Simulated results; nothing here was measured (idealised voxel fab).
The process module presented herein is designated voxel wiring stack.
The cross-section on display is named cut; it measures 210 nm wide, and its cells are 5 nm squares.
Cross-section format: a grid of square cells, given as bands from top to bottom; each band is one or more rows of cells.
Basically the band line says how high the top is and how high the bottom is, in nm, and then what's in it from left to right, every material with its width in nm. Empty space shows up as "empty", and if a single material carries "everywhere" it runs the full band edge to edge.
Below 0: as-received wafer, all one material; heights counted from there. Lowest band: no bottom, goes on down, written "0 and below".
Width spec "30..40" -> top row of cells at first value, bottom row at second value, equal per-row change in between.
Reading "all unchanged" for a step: not a cell of the cross-section changed in it.
"Unvented cavities" means: voids of 8 cells or more that are shut off from the top with no open way through. Written width x height at distance, distance from the left edge, in nm.
after a step's settings: what the simulator itself notes on the step
If you see "overlay nm" on a step's line and that step has a mask, it's telling you how far right of where it was planned the mask ended up; a negative number means it went left instead.
From here on the document is pairs. In a pair, the cross-section before one process step comes with the cross-section after it, and the latter goes no deeper than the lowest band that changed. What lies in between, the step and its settings, is written under the pair. A pair may be from a different run of this module on the same starting wafer than the pair above it, so it continues from that pair only where its entry headed "Pre-step profile" says so.
Pre-step profile
> 125 down to 105  SiO2: 40; empty: 30; SiO2: 20; empty: 30; SiO2: 20; empty: 30; SiO2: 40
> 105 down to 100  SiCN: 40; empty: 15; SiCN: 35; empty: 15; SiCN: 35; empty: 15; SiCN: 55
> 100 down to 75  SiO2: 40; TiN: 5; Ru: 20; TiN: 5; SiO2: 20; TiN: 5; Ru: 20; TiN: 5; SiO2: 20; TiN: 5; Ru: 20; TiN: 5; SiO2: 40
> 75 down to 70  SiCN: 40; TiN: 30; SiCN: 20; TiN: 30; SiCN: 20; TiN: 30; SiCN: 40
> 70 down to 50  lowk: 40; Ru: 15; lowk: 85; Ru: 15; lowk: 55
> 50 down to 45  SiCN: 40; Ru: 15; SiCN: 85; Ru: 15; SiCN: 55
> 45 down to 20  lowk: 35; SiCN: 5; W: 30; SiCN: 5; lowk: 10; SiCN: 5; W: 30; SiCN: 5; lowk: 10; SiCN: 5; W: 30; SiCN: 5; lowk: 35
> 20 down to 15  SiCN: 40; TiN: 30; SiCN: 20; TiN: 30; SiCN: 20; TiN: 30; SiCN: 40
> 15 down to 0  SiO2 everywhere
> 0 and below  Si everywhere
> Unvented cavities: none
Post-Step Cross-Section
> 130 down to 125  TiN: 45; empty: 20; TiN: 30; empty: 20; TiN: 30; empty: 20; TiN: 45
> 125 down to 110  SiO2: 40; TiN: 5; empty: 20; TiN: 5; SiO2: 20; TiN: 5; empty: 20; TiN: 5; SiO2: 20; TiN: 5; empty: 20; TiN: 5; SiO2: 40
> 110 down to 105  SiO2: 40; TiN: 5; empty: 5; TiN: 20; SiO2: 20; TiN: 5; empty: 5; TiN: 20; SiO2: 20; TiN: 5; empty: 5; TiN: 20; SiO2: 40
> 105 down to 100  SiCN: 40; TiN: 15; SiCN: 35; TiN: 15; SiCN: 35; TiN: 15; SiCN: 55
> Lower than 100, everything is as it was.
> Unvented cavities: none
Quick note on the step between the two cross-sections above: CONFORMAL_DEP, material TiN, thk nm 5
Pre-step profile: For the state before this step, see the after cross-section of the pair located directly above.
Post-Step Cross-Section
> 135 down to 130  Cu everywhere
> 130 down to 125  TiN: 45; Cu: 20; TiN: 30; Cu: 20; TiN: 30; Cu: 20; TiN: 45
> 125 down to 110  SiO2: 40; TiN: 5; Cu: 20; TiN: 5; SiO2: 20; TiN: 5; Cu: 20; TiN: 5; SiO2: 20; TiN: 5; Cu: 20; TiN: 5; SiO2: 40
> 110 down to 105  SiO2: 40; TiN: 5; Cu: 5; TiN: 20; SiO2: 20; TiN: 5; Cu: 5; TiN: 20; SiO2: 20; TiN: 5; Cu: 5; TiN: 20; SiO2: 40
> Lower than 105, everything is as it was.
> Unvented cavities: none
Quick note on the step between the two cross-sections above: FILL_DEP, material Cu, thk nm 5
Pre-step profile: For the state before this step, see the after cross-section of the pair located directly above.
Post-Step Cross-Section
> 140 down to 135  SiCN everywhere
> Lower than 135, everything is as it was.
> Unvented cavities: none
Quick note on the step between the two cross-sections above: CONFORMAL_DEP, material SiCN, thk nm 5
Pre-step profile
> 135 down to 105  SiO2 everywhere
> 105 down to 100  SiCN everywhere
> 100 down to 75  SiO2: 40; TiN: 5; Ru: 20; TiN: 5; SiO2: 20; TiN: 5; Ru: 20; TiN: 5; SiO2: 20; TiN: 5; Ru: 20; TiN: 5; SiO2: 40
> 75 down to 70  SiCN: 40; TiN: 30; SiCN: 20; TiN: 30; SiCN: 20; TiN: 30; SiCN: 40
> 70 down to 50  lowk: 40; Ru: 15; lowk: 85; Ru: 15; lowk: 55
> 50 down to 45  SiCN: 40; Ru: 15; SiCN: 85; Ru: 15; SiCN: 55
> 45 down to 20  lowk: 35; SiCN: 5; W: 30; SiCN: 5; lowk: 10; SiCN: 5; W: 30; SiCN: 5; lowk: 10; SiCN: 5; W: 30; SiCN: 5; lowk: 35
> 20 down to 15  SiCN: 40; TiN: 30; SiCN: 20; TiN: 30; SiCN: 20; TiN: 30; SiCN: 40
> 15 down to 0  SiO2 everywhere
> 0 and below  Si everywhere
> Unvented cavities: none
Post-Step Cross-Section
> 155 down to 135  resist: 45; empty: 25; resist: 25; empty: 25; resist: 25; empty: 25; resist: 40
> Lower than 135, everything is as it was.
> Unvented cavities: none
Quick note on the step between the two cross-sections above: PATTERN, tone open, mask id METAL_3, material resist, width nm 25, pitch nm 50, thk nm 20, overlay nm 0
Pre-step profile: For the state before this step, see the after cross-section of the pair located directly above.
Post-Step Cross-Section
> 155 down to 135  resist: 45; empty: 25; resist: 25; empty: 25; resist: 25; empty: 25; resist: 40
> 135 down to 115  SiO2: 45; empty: 25; SiO2: 25; empty: 25; SiO2: 25; empty: 25; SiO2: 40
> Lower than 115, everything is as it was.
> Unvented cavities: none
Quick note on the step between the two cross-sections above: DIRECTIONAL_ETCH, etch materials SiO2, depth nm 20
Pre-step profile: For the state before this step, see the after cross-section of the pair located directly above.
Post-Step Cross-Section
> 135 down to 115  SiO2: 45; empty: 25; SiO2: 25; empty: 25; SiO2: 25; empty: 25; SiO2: 40
> Lower than 115, everything is as it was.
> Unvented cavities: none
Quick note on the step between the two cross-sections above: STRIP, etch materials resist
Pre-step profile: For the state before this step, see the after cross-section of the pair located directly above.
Post-Step Cross-Section
> 135 down to 125  SiO2: 40; empty: 30; SiO2: 20; empty: 30; SiO2: 20; empty: 30; SiO2: 40
> 125 down to 115  SiO2: 45; empty: 25; SiO2: 25; empty: 25; SiO2: 25; empty: 25; SiO2: 40
> 115 down to 105  SiO2: 45; empty: 10; SiO2: 40; empty: 10; SiO2: 40; empty: 10; SiO2: 55
> Lower than 105, everything is as it was.
> Unvented cavities: none
Quick note on the step between the two cross-sections above: MASKED_ETCH, tone open, mask id METAL_3_HOLES, width nm 15, pitch nm 50, etch materials SiO2, depth nm 10, overlay nm 0
Pre-step profile: For the state before this step, see the after cross-section of the pair located directly above.
Post-Step Cross-Section
> 135 down to 125  SiO2: 40; empty: 30; SiO2: 20; empty: 30; SiO2: 20; empty: 30; SiO2: 40
> 125 down to 115  SiO2: 45; empty: 25; SiO2: 25; empty: 25; SiO2: 25; empty: 25; SiO2: 40
> 115 down to 105  SiO2: 45; empty: 10; SiO2: 40; empty: 10; SiO2: 40; empty: 10; SiO2: 55
> 105 down to 100  SiCN: 45; empty: 10; SiCN: 40; empty: 10; SiCN: 40; empty: 10; SiCN: 55
> Lower than 100, everything is as it was.
> Unvented cavities: none
Quick note on the step between the two cross-sections above: MASKED_ETCH, tone open, mask id METAL_3_HOLES, width nm 15, pitch nm 50, etch materials SiCN, depth nm 5, overlay nm 0
Pre-step profile: For the state before this step, see the after cross-section of the pair located directly above.
Post-Step Cross-Section
> 140 down to 135  TiN: 45; empty: 20; TiN: 30; empty: 20; TiN: 30; empty: 20; TiN: 45
> 135 down to 125  SiO2: 40; TiN: 5..10; empty: 20..15; TiN: 5; SiO2: 20; TiN: 5..10; empty: 20..15; TiN: 5; SiO2: 20; TiN: 5..10; empty: 20..15; TiN: 5; SiO2: 40
> 125 down to 120  SiO2: 45; TiN: 5; empty: 15; TiN: 5; SiO2: 25; TiN: 5; empty: 15; TiN: 5; SiO2: 25; TiN: 5; empty: 15; TiN: 5; SiO2: 40
> 120 down to 115  SiO2: 45; TiN: 25; SiO2: 25; TiN: 25; SiO2: 25; TiN: 25; SiO2: 40
> 115 down to 105  SiO2: 45; TiN: 10; SiO2: 40; TiN: 10; SiO2: 40; TiN: 10; SiO2: 55
> 105 down to 100  SiCN: 45; TiN: 10; SiCN: 40; TiN: 10; SiCN: 40; TiN: 10; SiCN: 55
> Lower than 100, everything is as it was.
> Unvented cavities: none
Quick note on the step between the two cross-sections above: CONFORMAL_DEP, material TiN, thk nm 5
Pre-step profile: For the state before this step, see the after cross-section of the pair located directly above.
Post-Step Cross-Section
> 145 down to 140  Cu everywhere
> 140 down to 135  TiN: 45; Cu: 20; TiN: 30; Cu: 20; TiN: 30; Cu: 20; TiN: 45
> 135 down to 125  SiO2: 40; TiN: 5..10; Cu: 20..15; TiN: 5; SiO2: 20; TiN: 5..10; Cu: 20..15; TiN: 5; SiO2: 20; TiN: 5..10; Cu: 20..15; TiN: 5; SiO2: 40
> 125 down to 120  SiO2: 45; TiN: 5; Cu: 15; TiN: 5; SiO2: 25; TiN: 5; Cu: 15; TiN: 5; SiO2: 25; TiN: 5; Cu: 15; TiN: 5; SiO2: 40
> Lower than 120, everything is as it was.
> Unvented cavities: none
Quick note on the step between the two cross-sections above: FILL_DEP, material Cu, thk nm 5
Pre-step profile: For the state before this step, see the after cross-section of the pair located directly above.
Post-Step Cross-Section
> 135 down to 125  SiO2: 40; TiN: 5..10; Cu: 20..15; TiN: 5; SiO2: 20; TiN: 5..10; Cu: 20..15; TiN: 5; SiO2: 20; TiN: 5..10; Cu: 20..15; TiN: 5; SiO2: 40
> Lower than 125, everything is as it was.
> Unvented cavities: none
Quick note on the step between the two cross-sections above: CMP, height nm 135
Pre-step profile: For the state before this step, see the after cross-section of the pair located directly above.
Post-Step Cross-Section
> 140 down to 135  SiCN everywhere
> Lower than 135, everything is as it was.
> Unvented cavities: none
Quick note on the step between the two cross-sections above: CONFORMAL_DEP, material SiCN, thk nm 5
Pre-step profile
> 80 down to 70  aC everywhere
> 70 down to 50  lowk everywhere
> 50 down to 45  SiCN everywhere
> 45 down to 20  lowk: 35; SiCN: 5; W: 30; SiCN: 5; lowk: 10; SiCN: 5; W: 30; SiCN: 5; lowk: 10; SiCN: 5; W: 30; SiCN: 5; lowk: 35
> 20 down to 15  SiCN: 40; TiN: 30; SiCN: 20; TiN: 30; SiCN: 20; TiN: 30; SiCN: 40
> 15 down to 0  SiO2 everywhere
> 0 and below  Si everywhere
> Unvented cavities: none
Post-Step Cross-Section
> 105 down to 80  resist: 50; empty: 15; resist: 85; empty: 15; resist: 45
> Lower than 80, everything is as it was.
> Unvented cavities: none
Quick note on the step between the two cross-sections above: PATTERN, tone open, mask id PLUG_1, material resist, width nm 15, pitch nm 100, thk nm 25, overlay nm 10
Pre-step profile: For the state before this step, see the after cross-section of the pair located directly above.
Post-Step Cross-Section
> 95 down to 80  resist: 50; empty: 15; resist: 85; empty: 15; resist: 45
> 80 down to 70  aC: 50; empty: 15; aC: 85; empty: 15; aC: 45
> Lower than 70, everything is as it was.
> Unvented cavities: none
Quick note on the step between the two cross-sections above: DIRECTIONAL_ETCH, etch materials aC, depth nm 10
Pre-step profile: For the state before this step, see the after cross-section of the pair located directly above.
Post-Step Cross-Section
> 80 down to 70  aC: 50; empty: 15; aC: 85; empty: 15; aC: 45
> Lower than 70, everything is as it was.
> Unvented cavities: none
Quick note on the step between the two cross-sections above: STRIP, etch materials resist
Pre-step profile: For the state before this step, see the after cross-section of the pair located directly above.
Post-Step Cross-Section
> 80 down to 70  aC: 50; empty: 15; aC: 85; empty: 15; aC: 45
> 70 down to 50  lowk: 50; empty: 15; lowk: 85; empty: 15; lowk: 45
> Lower than 50, everything is as it was.
> Unvented cavities: none
Quick note on the step between the two cross-sections above: DIRECTIONAL_ETCH, etch materials lowk, depth nm 20
Pre-step profile: For the state before this step, see the after cross-section of the pair located directly above.
Post-Step Cross-Section
> 80 down to 70  aC: 50; empty: 15; aC: 85; empty: 15; aC: 45
> 70 down to 50  lowk: 50; empty: 15; lowk: 85; empty: 15; lowk: 45
> 50 down to 45  SiCN: 50; empty: 15; SiCN: 85; empty: 15; SiCN: 45
> Lower than 45, everything is as it was.
> Unvented cavities: none
Quick note on the step between the two cross-sections above: DIRECTIONAL_ETCH, etch materials SiCN, depth nm 5
Pre-step profile: For the state before this step, see the after cross-section of the pair located directly above.
Post-Step Cross-Section
> 70 down to 50  lowk: 50; empty: 15; lowk: 85; empty: 15; lowk: 45
> Lower than 50, everything is as it was.
> Unvented cavities: none
Quick note on the step between the two cross-sections above: STRIP, etch materials aC
Pre-step profile: For the state before this step, see the after cross-section of the pair located directly above.
Post-Step Cross-Section
> 70 down to 55  lowk: 50; empty: 15; lowk: 85; empty: 15; lowk: 45
> 55 down to 50  lowk: 50; Ru: 15; lowk: 85; Ru: 15; lowk: 45
> 50 down to 45  SiCN: 50; Ru: 15; SiCN: 85; Ru: 15; SiCN: 45
> Lower than 45, everything is as it was.
> Unvented cavities: none
Quick note on the step between the two cross-sections above: EPI, material Ru, thk nm 10
Pre-step profile: For the state before this step, see the after cross-section of the pair located directly above.
Post-Step Cross-Section
> 70 down to 65  lowk: 50; empty: 15; lowk: 85; empty: 15; lowk: 45
> 65 down to 50  lowk: 50; Ru: 15; lowk: 85; Ru: 15; lowk: 45
> Lower than 50, everything is as it was.
> Unvented cavities: none
Quick note on the step between the two cross-sections above: EPI, material Ru, thk nm 10
Pre-step profile: For the state before this step, see the after cross-section of the pair located directly above.
Post-Step Cross-Section
> 70 down to 50  lowk: 50; Ru: 15; lowk: 85; Ru: 15; lowk: 45
> Lower than 50, everything is as it was.
> Unvented cavities: none
Quick note on the step between the two cross-sections above: EPI, material Ru, thk nm 5
Pre-step profile: For the state before this step, see the after cross-section of the pair located directly above.
Post-Step Cross-Section
> 75 down to 70  SiCN everywhere
> Lower than 70, everything is as it was.
> Unvented cavities: none
Quick note on the step between the two cross-sections above: CONFORMAL_DEP, material SiCN, thk nm 5
Pre-step profile: For the state before this step, see the after cross-section of the pair located directly above.
Post-Step Cross-Section
> 100 down to 75  SiO2 everywhere
> Lower than 75, everything is as it was.
> Unvented cavities: none
Quick note on the step between the two cross-sections above: DIRECTIONAL_DEP, material SiO2, thk nm 25
Pre-step profile: For the state before this step, see the after cross-section of the pair located directly above.
Post-Step Cross-Section
> 120 down to 100  resist: 40; empty: 30; resist: 20; empty: 30; resist: 20; empty: 30; resist: 40
> Lower than 100, everything is as it was.
> Unvented cavities: none
Quick note on the step between the two cross-sections above: PATTERN, tone open, mask id METAL_2, material resist, width nm 30, pitch nm 50, thk nm 20, overlay nm 0
Pre-step profile: For the state before this step, see the after cross-section of the pair located directly above.
Post-Step Cross-Section
> 120 down to 100  resist: 40; empty: 30; resist: 20; empty: 30; resist: 20; empty: 30; resist: 40
> 100 down to 75  SiO2: 40; empty: 30; SiO2: 20; empty: 30; SiO2: 20; empty: 30; SiO2: 40
> Lower than 75, everything is as it was.
> Unvented cavities: none
Quick note on the step between the two cross-sections above: DIRECTIONAL_ETCH, etch materials SiO2, depth nm 25
Pre-step profile: For the state before this step, see the after cross-section of the pair located directly above.
Post-Step Cross-Section
> 120 down to 100  resist: 40; empty: 30; resist: 20; empty: 30; resist: 20; empty: 30; resist: 40
> 100 down to 75  SiO2: 40; empty: 30; SiO2: 20; empty: 30; SiO2: 20; empty: 30; SiO2: 40
> 75 down to 70  SiCN: 40; empty: 30; SiCN: 20; empty: 30; SiCN: 20; empty: 30; SiCN: 40
> Lower than 70, everything is as it was.
> Unvented cavities: none
Quick note on the step between the two cross-sections above: DIRECTIONAL_ETCH, etch materials SiCN, depth nm 5
Pre-step profile: For the state before this step, see the after cross-section of the pair located directly above.
Post-Step Cross-Section
> 100 down to 75  SiO2: 40; empty: 30; SiO2: 20; empty: 30; SiO2: 20; empty: 30; SiO2: 40
> Lower than 75, everything is as it was.
> Unvented cavities: none
Quick note on the step between the two cross-sections above: STRIP, etch materials resist
Pre-step profile: For the state before this step, see the after cross-section of the pair located directly above.
Post-Step Cross-Section
> 105 down to 100  TiN: 45; empty: 20; TiN: 30; empty: 20; TiN: 30; empty: 20; TiN: 45
> 100 down to 75  SiO2: 40; TiN: 5; empty: 20; TiN: 5; SiO2: 20; TiN: 5; empty: 20; TiN: 5; SiO2: 20; TiN: 5; empty: 20; TiN: 5; SiO2: 40
> 75 down to 70  SiCN: 40; TiN: 30; SiCN: 20; TiN: 30; SiCN: 20; TiN: 30; SiCN: 40
> Lower than 70, everything is as it was.
> Unvented cavities: none
Quick note on the step between the two cross-sections above: CONFORMAL_DEP, material TiN, thk nm 5
Pre-step profile: For the state before this step, see the after cross-section of the pair located directly above.
Post-Step Cross-Section
> 115 down to 105  Ru everywhere
> 105 down to 100  TiN: 45; Ru: 20; TiN: 30; Ru: 20; TiN: 30; Ru: 20; TiN: 45
> 100 down to 75  SiO2: 40; TiN: 5; Ru: 20; TiN: 5; SiO2: 20; TiN: 5; Ru: 20; TiN: 5; SiO2: 20; TiN: 5; Ru: 20; TiN: 5; SiO2: 40
> Lower than 75, everything is as it was.
> Unvented cavities: none
Quick note on the step between the two cross-sections above: FILL_DEP, material Ru, thk nm 10
Pre-step profile: For the state before this step, see the after cross-section of the pair located directly above.
Post-Step Cross-Section
> 100 down to 75  SiO2: 40; TiN: 5; Ru: 20; TiN: 5; SiO2: 20; TiN: 5; Ru: 20; TiN: 5; SiO2: 20; TiN: 5; Ru: 20; TiN: 5; SiO2: 40
> Lower than 75, everything is as it was.
> Unvented cavities: none
Quick note on the step between the two cross-sections above: CMP, height nm 100
Pre-step profile: For the state before this step, see the after cross-section of the pair located directly above.
Post-Step Cross-Section
> 105 down to 100  SiCN everywhere
> Lower than 100, everything is as it was.
> Unvented cavities: none
Quick note on the step between the two cross-sections above: CONFORMAL_DEP, material SiCN, thk nm 5
Pre-step profile: For the state before this step, see the after cross-section of the pair located directly above.
Post-Step Cross-Section
> 135 down to 105  SiO2 everywhere
> Lower than 105, everything is as it was.
> Unvented cavities: none
Quick note on the step between the two cross-sections above: DIRECTIONAL_DEP, material SiO2, thk nm 30
Pre-step profile: For the state before this step, see the after cross-section of the pair located directly above.
Post-Step Cross-Section
> 155 down to 135  resist: 40; empty: 30; resist: 20; empty: 30; resist: 20; empty: 30; resist: 40
> Lower than 135, everything is as it was.
> Unvented cavities: none
Quick note on the step between the two cross-sections above: PATTERN, tone open, mask id METAL_3, material resist, width nm 30, pitch nm 50, thk nm 20, overlay nm 0
Pre-step profile: For the state before this step, see the after cross-section of the pair located directly above.
Post-Step Cross-Section
> 155 down to 135  resist: 40; empty: 30; resist: 20; empty: 30; resist: 20; empty: 30; resist: 40
> 135 down to 115  SiO2: 40; empty: 30; SiO2: 20; empty: 30; SiO2: 20; empty: 30; SiO2: 40
> Lower than 115, everything is as it was.
> Unvented cavities: none
Quick note on the step between the two cross-sections above: DIRECTIONAL_ETCH, etch materials SiO2, depth nm 20
Pre-step profile: For the state before this step, see the after cross-section of the pair located directly above.
Post-Step Cross-Section
> 135 down to 115  SiO2: 40; empty: 30; SiO2: 20; empty: 30; SiO2: 20; empty: 30; SiO2: 40
> Lower than 115, everything is as it was.
> Unvented cavities: none
Quick note on the step between the two cross-sections above: STRIP, etch materials resist
Pre-step profile: For the state before this step, see the after cross-section of the pair located directly above.
Post-Step Cross-Section
> 135 down to 115  SiO2: 40; empty: 30; SiO2: 20; empty: 30; SiO2: 20; empty: 30; SiO2: 40
> 115 down to 105  SiO2: 40; empty: 15; SiO2: 35; empty: 15; SiO2: 35; empty: 15; SiO2: 55
> Lower than 105, everything is as it was.
> Unvented cavities: none
Quick note on the step between the two cross-sections above: MASKED_ETCH, tone open, mask id METAL_3_HOLES, width nm 15, pitch nm 50, etch materials SiO2, depth nm 10, overlay nm 0
Pre-step profile: For the state before this step, see the after cross-section of the pair located directly above.
Post-Step Cross-Section
> 135 down to 115  SiO2: 40; empty: 30; SiO2: 20; empty: 30; SiO2: 20; empty: 30; SiO2: 40
> 115 down to 105  SiO2: 40; empty: 15; SiO2: 35; empty: 15; SiO2: 35; empty: 15; SiO2: 55
> 105 down to 100  SiCN: 40; empty: 15; SiCN: 35; empty: 15; SiCN: 35; empty: 15; SiCN: 55
> Lower than 100, everything is as it was.
> Unvented cavities: none
Quick note on the step between the two cross-sections above: MASKED_ETCH, tone open, mask id METAL_3_HOLES, width nm 15, pitch nm 50, etch materials SiCN, depth nm 5, overlay nm 0
Pre-step profile: For the state before this step, see the after cross-section of the pair located directly above.
Post-Step Cross-Section
> 140 down to 135  TiN: 45; empty: 20; TiN: 30; empty: 20; TiN: 30; empty: 20; TiN: 45
> 135 down to 120  SiO2: 40; TiN: 5; empty: 20; TiN: 5; SiO2: 20; TiN: 5; empty: 20; TiN: 5; SiO2: 20; TiN: 5; empty: 20; TiN: 5; SiO2: 40
> 120 down to 115  SiO2: 40; TiN: 5; empty: 5; TiN: 20; SiO2: 20; TiN: 5; empty: 5; TiN: 20; SiO2: 20; TiN: 5; empty: 5; TiN: 20; SiO2: 40
> 115 down to 105  SiO2: 40; TiN: 5; empty: 5; TiN: 5; SiO2: 35; TiN: 5; empty: 5; TiN: 5; SiO2: 35; TiN: 5; empty: 5; TiN: 5; SiO2: 55
> 105 down to 100  SiCN: 40; TiN: 15; SiCN: 35; TiN: 15; SiCN: 35; TiN: 15; SiCN: 55
> Lower than 100, everything is as it was.
> Unvented cavities: none
Quick note on the step between the two cross-sections above: CONFORMAL_DEP, material TiN, thk nm 5
Pre-step profile: For the state before this step, see the after cross-section of the pair located directly above.
Post-Step Cross-Section
> 145 down to 140  Cu everywhere
> 140 down to 135  TiN: 45; Cu: 20; TiN: 30; Cu: 20; TiN: 30; Cu: 20; TiN: 45
> 135 down to 120  SiO2: 40; TiN: 5; Cu: 20; TiN: 5; SiO2: 20; TiN: 5; Cu: 20; TiN: 5; SiO2: 20; TiN: 5; Cu: 20; TiN: 5; SiO2: 40
> 120 down to 115  SiO2: 40; TiN: 5; Cu: 5; TiN: 20; SiO2: 20; TiN: 5; Cu: 5; TiN: 20; SiO2: 20; TiN: 5; Cu: 5; TiN: 20; SiO2: 40
> 115 down to 105  SiO2: 40; TiN: 5; Cu: 5; TiN: 5; SiO2: 35; TiN: 5; Cu: 5; TiN: 5; SiO2: 35; TiN: 5; Cu: 5; TiN: 5; SiO2: 55
> Lower than 105, everything is as it was.
> Unvented cavities: none
Quick note on the step between the two cross-sections above: FILL_DEP, material Cu, thk nm 5
Pre-step profile: For the state before this step, see the after cross-section of the pair located directly above.
Post-Step Cross-Section
> 135 down to 120  SiO2: 40; TiN: 5; Cu: 20; TiN: 5; SiO2: 20; TiN: 5; Cu: 20; TiN: 5; SiO2: 20; TiN: 5; Cu: 20; TiN: 5; SiO2: 40
> Lower than 120, everything is as it was.
> Unvented cavities: none
Quick note on the step between the two cross-sections above: CMP, height nm 135
Pre-step profile: For the state before this step, see the after cross-section of the pair located directly above.
Post-Step Cross-Section
> 140 down to 135  SiCN everywhere
> Lower than 135, everything is as it was.
> Unvented cavities: none
Quick note on the step between the two cross-sections above: CONFORMAL_DEP, material SiCN, thk nm 5
Pre-step profile
> 45 down to 20  lowk: 35; SiCN: 5; W: 30; SiCN: 5; lowk: 10; SiCN: 5; W: 30; SiCN: 5; lowk: 10; SiCN: 5; W: 30; SiCN: 5; lowk: 35
> 20 down to 15  SiCN: 40; TiN: 30; SiCN: 20; TiN: 30; SiCN: 20; TiN: 30; SiCN: 40
> 15 down to 0  SiO2 everywhere
> 0 and below  Si everywhere
> Unvented cavities: none
Post-Step Cross-Section
> 50 down to 45  Cu everywhere
> Lower than 45, everything is as it was.
> Unvented cavities: none
Quick note on the step between the two cross-sections above: CONFORMAL_DEP, material Cu, thk nm 5
Pre-step profile: For the state before this step, see the after cross-section of the pair located directly above.
Post-Step Cross-Section
> 70 down to 50  lowk everywhere
> Lower than 50, everything is as it was.
> Unvented cavities: none
Quick note on the step between the two cross-sections above: DIRECTIONAL_DEP, material lowk, thk nm 20
Pre-step profile: For the state before this step, see the after cross-section of the pair located directly above.
Post-Step Cross-Section
> 80 down to 70  aC everywhere
> Lower than 70, everything is as it was.
> Unvented cavities: none
Quick note on the step between the two cross-sections above: DIRECTIONAL_DEP, material aC, thk nm 10
Pre-step profile: For the state before this step, see the after cross-section of the pair located directly above.
Post-Step Cross-Section
> 105 down to 80  resist: 40; empty: 15; resist: 85; empty: 15; resist: 55
> Lower than 80, everything is as it was.
> Unvented cavities: none
Quick note on the step between the two cross-sections above: PATTERN, tone open, mask id PLUG_1, material resist, width nm 15, pitch nm 100, thk nm 25, overlay nm 0
Pre-step profile: For the state before this step, see the after cross-section of the pair located directly above.
Post-Step Cross-Section
> 95 down to 80  resist: 40; empty: 15; resist: 85; empty: 15; resist: 55
> 80 down to 70  aC: 40; empty: 15; aC: 85; empty: 15; aC: 55
> Lower than 70, everything is as it was.
> Unvented cavities: none
Quick note on the step between the two cross-sections above: DIRECTIONAL_ETCH, etch materials aC, depth nm 10
Pre-step profile: For the state before this step, see the after cross-section of the pair located directly above.
Post-Step Cross-Section
> 80 down to 70  aC: 40; empty: 15; aC: 85; empty: 15; aC: 55
> Lower than 70, everything is as it was.
> Unvented cavities: none
Quick note on the step between the two cross-sections above: STRIP, etch materials resist
Pre-step profile: For the state before this step, see the after cross-section of the pair located directly above.
Post-Step Cross-Section
> 80 down to 70  aC: 40; empty: 15; aC: 85; empty: 15; aC: 55
> 70 down to 50  lowk: 40; empty: 15; lowk: 85; empty: 15; lowk: 55
> Lower than 50, everything is as it was.
> Unvented cavities: none
Quick note on the step between the two cross-sections above: DIRECTIONAL_ETCH, etch materials lowk, depth nm 20
Pre-step profile: For the state before this step, see the after cross-section of the pair located directly above.
Post-Step Cross-Section
> 70 down to 50  lowk: 40; empty: 15; lowk: 85; empty: 15; lowk: 55
> Lower than 50, everything is as it was.
> Unvented cavities: none
Quick note on the step between the two cross-sections above: STRIP, etch materials aC
Pre-step profile: For the state before this step, see the after cross-section of the pair located directly above.
Post-Step Cross-Section
> 70 down to 60  lowk: 40; empty: 15; lowk: 85; empty: 15; lowk: 55
> 60 down to 50  lowk: 40; Ru: 15; lowk: 85; Ru: 15; lowk: 55
> Lower than 50, everything is as it was.
> Unvented cavities: none
Quick note on the step between the two cross-sections above: EPI, material Ru, thk nm 10
Pre-step profile: For the state before this step, see the after cross-section of the pair located directly above.
Post-Step Cross-Section
> 70 down to 50  lowk: 40; Ru: 15; lowk: 85; Ru: 15; lowk: 55
> Lower than 50, everything is as it was.
> Unvented cavities: none
Quick note on the step between the two cross-sections above: EPI, material Ru, thk nm 10
Pre-step profile: For the state before this step, see the after cross-section of the pair located directly above.
Post-Step Cross-Section
> 75 down to 70  empty: 35; Ru: 25; empty: 75; Ru: 25; empty: 50
> Lower than 70, everything is as it was.
> Unvented cavities: none
Quick note on the step between the two cross-sections above: EPI, material Ru, thk nm 5
Pre-step profile: For the state before this step, see the after cross-section of the pair located directly above.
Post-Step Cross-Section
> 80 down to 75  empty: 30; SiCN: 35; empty: 65; SiCN: 35; empty: 45
> 75 down to 70  SiCN: 35; Ru: 25; SiCN: 75; Ru: 25; SiCN: 50
> Lower than 70, everything is as it was.
> Unvented cavities: none
Quick note on the step between the two cross-sections above: CONFORMAL_DEP, material SiCN, thk nm 5
Pre-step profile: For the state before this step, see the after cross-section of the pair located directly above.
Post-Step Cross-Section
> 105 down to 100  empty: 30; SiO2: 35; empty: 65; SiO2: 35; empty: 45
> 100 down to 80  SiO2 everywhere
> 80 down to 75  SiO2: 30; SiCN: 35; SiO2: 65; SiCN: 35; SiO2: 45
> Lower than 75, everything is as it was.
> Unvented cavities: none
Quick note on the step between the two cross-sections above: DIRECTIONAL_DEP, material SiO2, thk nm 25
Pre-step profile: For the state before this step, see the after cross-section of the pair located directly above.
Post-Step Cross-Section
> 125 down to 105  resist: 40; empty: 30; resist: 20; empty: 30; resist: 20; empty: 30; resist: 40
> 105 down to 100  resist: 30; SiO2: 35; empty: 5; resist: 20; empty: 30; resist: 10; SiO2: 35; empty: 5; resist: 40
> Lower than 100, everything is as it was.
> Unvented cavities: none
Quick note on the step between the two cross-sections above: PATTERN, tone open, mask id METAL_2, material resist, width nm 30, pitch nm 50, thk nm 20, overlay nm 0
Pre-step profile: For the state before this step, see the after cross-section of the pair located directly above.
Post-Step Cross-Section
> 125 down to 105  resist: 40; empty: 30; resist: 20; empty: 30; resist: 20; empty: 30; resist: 40
> 105 down to 100  resist: 30; SiO2: 10; empty: 30; resist: 20; empty: 30; resist: 10; SiO2: 10; empty: 30; resist: 40
> 100 down to 80  SiO2: 40; empty: 30; SiO2: 20; empty: 30; SiO2: 20; empty: 30; SiO2: 40
> 80 down to 75  SiO2: 30; SiCN: 35; empty: 5; SiO2: 20; empty: 30; SiO2: 10; SiCN: 35; empty: 5; SiO2: 40
> Lower than 75, everything is as it was.
> Unvented cavities: none
Quick note on the step between the two cross-sections above: DIRECTIONAL_ETCH, etch materials SiO2, depth nm 25
Pre-step profile: For the state before this step, see the after cross-section of the pair located directly above.
Post-Step Cross-Section
> 125 down to 105  resist: 40; empty: 30; resist: 20; empty: 30; resist: 20; empty: 30; resist: 40
> 105 down to 100  resist: 30; SiO2: 10; empty: 30; resist: 20; empty: 30; resist: 10; SiO2: 10; empty: 30; resist: 40
> 100 down to 80  SiO2: 40; empty: 30; SiO2: 20; empty: 30; SiO2: 20; empty: 30; SiO2: 40
> 80 down to 75  SiO2: 30; SiCN: 10; empty: 30; SiO2: 20; empty: 30; SiO2: 10; SiCN: 10; empty: 30; SiO2: 40
> 75 down to 70  SiCN: 35; Ru: 25; SiCN: 5; empty: 5; SiCN: 20; empty: 30; SiCN: 15; Ru: 25; SiCN: 5; empty: 5; SiCN: 40
> Lower than 70, everything is as it was.
> Unvented cavities: none
Quick note on the step between the two cross-sections above: DIRECTIONAL_ETCH, etch materials SiCN, depth nm 5
